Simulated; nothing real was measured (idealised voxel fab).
Name of the process module below: voxel wiring stack
Displayed cross-section: cut, width of 180 nm, square cells sized 5 nm.
Cross-sections here: square-cell grids, written as top-down lists of bands, a band being one or more rows of cells. Band entry format. Leading values: height of top, height of bottom, nm. Remainder: materials in left-to-right order, each with its width in nm. Special words: "throughout" on a single material, which then fills the band edge to edge; "empty", empty space. A quick word on heights: they are counted from 0, and under that level the wafer as it came to us is one material throughout. The lowest band is different from the rest in having no bottom; it simply continues downward, written as in "0 nm and below". Quick explanation for "30..40": the width changes in equal steps down the rows of cells, from the first number in the band's top row to the second number in its bottom row. The cross-section has no changed cell in any step marked "nothing different". Completely enclosed voids: empty space of 8 cells or more with no open way to the top, each as width x height at its distance from the left edge, in nm. Anything after a step's settings on that line? It's the simulator's own note about the step. The line of a step may include "overlay nm". On a step with a mask, this value is how far to the right of its planned place the mask lay. A negative value means the mask lay to the left.

[plan]
1) RECEIVE (material Si)
2) CONFORMAL_DEP (material SiO2; thk nm 15)
3) CONFORMAL_DEP (material SiN; thk nm 5)
4) DIRECTIONAL_DEP (material SiO2; thk nm 15)
5) DIRECTIONAL_DEP (material aC; thk nm 15)
6) PATTERN (tone open; mask id METAL_1; material resist; width nm 25; pitch nm 40; thk nm 35; overlay nm -15)
7) DIRECTIONAL_ETCH (etch materials aC; depth nm 15)
8) STRIP (etch materials resist)
9) DIRECTIONAL_ETCH (etch materials SiO2; depth nm 15)
10) DIRECTIONAL_ETCH (etch materials SiN; depth nm 5)
11) STRIP (etch materials aC)
12) CONFORMAL_DEP (material TiN; thk nm 5)
13) FILL_DEP (material Cu; thk nm 5)
14) CMP (height nm 35)
15) EPI (material Ru; thk nm 5)
16) FILL_DEP (material SiCN; thk nm 5)
17) DIRECTIONAL_DEP (material SiO2; thk nm 10)
18) PATTERN (tone open; mask id PLUG_1; material resist; width nm 15; pitch nm 40; thk nm 15; overlay nm 0)
19) DIRECTIONAL_ETCH (etch materials SiO2; depth nm 10)
20) DIRECTIONAL_ETCH (etch materials SiCN; depth nm 5)
21) STRIP (etch materials resist)
22) CONFORMAL_DEP (material TiN; thk nm 5)
23) FILL_DEP (material Ru; thk nm 10)
24) CMP (height nm 55)
25) DIRECTIONAL_DEP (material TiN; thk nm 5)
26) DIRECTIONAL_DEP (material W; thk nm 15)
27) PATTERN (tone cover; mask id METAL_2; material resist; width nm 25; pitch nm 40; thk nm 20; overlay nm 0)
28) DIRECTIONAL_ETCH (etch materials W; depth nm 15)
29) DIRECTIONAL_ETCH (etch materials TiN; depth nm 5)
30) STRIP (etch materials resist)
31) CONFORMAL_DEP (material SiN; thk nm 5)
32) FILL_DEP (material lowk; thk nm 10)
33) CMP (height nm 75)
34) CONFORMAL_DEP (material SiCN; thk nm 5)
35) DIRECTIONAL_DEP (material SiO2; thk nm 30)
36) DIRECTIONAL_DEP (material aC; thk nm 10)
37) PATTERN (tone open; mask id METAL_3_HOLES; material resist; width nm 15; thk nm 30; overlay nm 0)
38) DIRECTIONAL_ETCH (etch materials aC; depth nm 10)
39) STRIP (etch materials resist)
40) DIRECTIONAL_ETCH (etch materials SiO2; depth nm 30)
41) STRIP (etch materials aC)
42) DIRECTIONAL_DEP (material aC; thk nm 15)
43) PATTERN (tone open; mask id METAL_3; material resist; width nm 25; pitch nm 40; thk nm 30; overlay nm 0)
44) DIRECTIONAL_ETCH (etch materials aC; depth nm 15)
45) STRIP (etch materials resist)
46) DIRECTIONAL_ETCH (etch materials SiO2; depth nm 15)
47) DIRECTIONAL_ETCH (etch materials SiCN; depth nm 5)
48) STRIP (etch materials aC)
49) CONFORMAL_DEP (material TiN; thk nm 5)
50) FILL_DEP (material Cu; thk nm 5)
51) CMP (height nm 110)
52) CONFORMAL_DEP (material SiN; thk nm 5)
Where the wafers of this document differ is in the overlay nm of step 6; they start out the same, and the plan states the value that applied to the first wafer.

[The first of several wafers as received, shown in cross-section; this is its state after step 1]
    0 nm and below | Si throughout
    Completely enclosed voids: none

[The figure below presents a cross-section of the first of several wafers at the conclusion of the module, following its last step, step 52]
    115 nm to 110 nm | SiN throughout
    110 nm to 100 nm | SiO2: 55, then TiN: 5, then Cu: 15, then TiN: 5, then SiO2: 15, then TiN: 5, then Cu: 15, then TiN: 5, then SiO2: 60
    100 nm to 95 nm | SiO2: 55, then TiN: 5, then Cu: 5, then TiN: 15, then SiO2: 15, then TiN: 25, then SiO2: 60
    95 nm to 80 nm | SiO2: 55, then TiN: 5, then Cu: 5, then TiN: 5, then SiO2: 110
    80 nm to 75 nm | SiCN: 55, then TiN: 15, then SiCN: 110
    75 nm to 60 nm | lowk: 50, then SiN: 5, then W: 25, then SiN: 5, then lowk: 5, then SiN: 5, then W: 25, then SiN: 5, then lowk: 55
    60 nm to 55 nm | SiN: 55, then TiN: 25, then SiN: 15, then TiN: 25, then SiN: 60
    55 nm to 45 nm | SiO2: 55, then TiN: 5, then Ru: 5, then TiN: 5, then SiO2: 25, then TiN: 5, then Ru: 5, then TiN: 5, then SiO2: 70
    45 nm to 40 nm | SiCN: 55, then TiN: 15, then SiCN: 25, then TiN: 15, then SiCN: 70
    40 nm to 35 nm | SiCN: 35, then Ru: 35, then SiCN: 5, then Ru: 35, then SiCN: 70
    35 nm to 20 nm | SiO2: 40, then TiN: 5, then Cu: 15, then TiN: 5, then SiO2: 15, then TiN: 5, then Cu: 15, then TiN: 5, then SiO2: 75
    20 nm to 15 nm | SiN: 40, then TiN: 25, then SiN: 15, then TiN: 25, then SiN: 75
    15 nm to 0 nm | SiO2 throughout
    0 nm and below | Si throughout
    Completely enclosed voids: none

[A cross-section through the last wafer at the close of the module]
    115 nm to 110 nm | SiN throughout
    110 nm to 100 nm | SiO2: 55, then TiN: 5, then Cu: 15, then TiN: 5, then SiO2: 15, then TiN: 5, then Cu: 15, then TiN: 5, then SiO2: 60
    100 nm to 95 nm | SiO2: 55, then TiN: 5, then Cu: 5, then TiN: 15, then SiO2: 15, then TiN: 25, then SiO2: 60
    95 nm to 80 nm | SiO2: 55, then TiN: 5, then Cu: 5, then TiN: 5, then SiO2: 110
    80 nm to 75 nm | SiCN: 55, then TiN: 15, then SiCN: 110
    75 nm to 60 nm | lowk: 50, then SiN: 5, then W: 25, then SiN: 5, then lowk: 5, then SiN: 5, then W: 25, then SiN: 5, then lowk: 55
    60 nm to 55 nm | SiN: 55, then TiN: 25, then SiN: 15, then TiN: 25, then SiN: 60
    55 nm to 45 nm | SiO2: 55, then TiN: 5, then Ru: 5, then TiN: 5, then SiO2: 25, then TiN: 5, then Ru: 5, then TiN: 5, then SiO2: 70
    45 nm to 40 nm | SiCN: 55, then TiN: 15, then SiCN: 25, then TiN: 15, then SiCN: 70
    40 nm to 35 nm | SiCN: 65, then Ru: 35, then SiCN: 5, then Ru: 35, then SiCN: 40
    35 nm to 20 nm | SiO2: 70, then TiN: 5, then Cu: 15, then TiN: 5, then SiO2: 15, then TiN: 5, then Cu: 15, then TiN: 5, then SiO2: 45
    20 nm to 15 nm | SiN: 70, then TiN: 25, then SiN: 15, then TiN: 25, then SiN: 45
    15 nm to 0 nm | SiO2 throughout
    0 nm and below | Si throughout
    Completely enclosed voids: none

[Here is how to read the rows: every wafer has a row, and it shows the wafer at the end of the module, giving for each material how many cells were gained (+) or lost (-) since the wafer was received, then listing its closed voids]
overlay nm -15, +34 Cu, +18 Ru, +85 SiCN, +100 SiN, +423 SiO2, +72 TiN, +30 W, +66 lowk, Completely enclosed voids: none
overlay nm -10, +34 Cu, +18 Ru, +85 SiCN, +100 SiN, +423 SiO2, +72 TiN, +30 W, +66 lowk, Completely enclosed voids: none
overlay nm -5, +34 Cu, +18 Ru, +85 SiCN, +100 SiN, +423 SiO2, +72 TiN, +30 W, +66 lowk, Completely enclosed voids: none
overlay nm 0, +34 Cu, +18 Ru, +85 SiCN, +100 SiN, +423 SiO2, +72 TiN, +30 W, +66 lowk, Completely enclosed voids: none
overlay nm 5, +34 Cu, +18 Ru, +85 SiCN, +100 SiN, +423 SiO2, +72 TiN, +30 W, +66 lowk, Completely enclosed voids: none
overlay nm 10, +34 Cu, +18 Ru, +85 SiCN, +100 SiN, +423 SiO2, +72 TiN, +30 W, +66 lowk, Completely enclosed voids: none
overlay nm 15, +34 Cu, +18 Ru, +85 SiCN, +100 SiN, +423 SiO2, +72 TiN, +30 W, +66 lowk, Completely enclosed voids: none
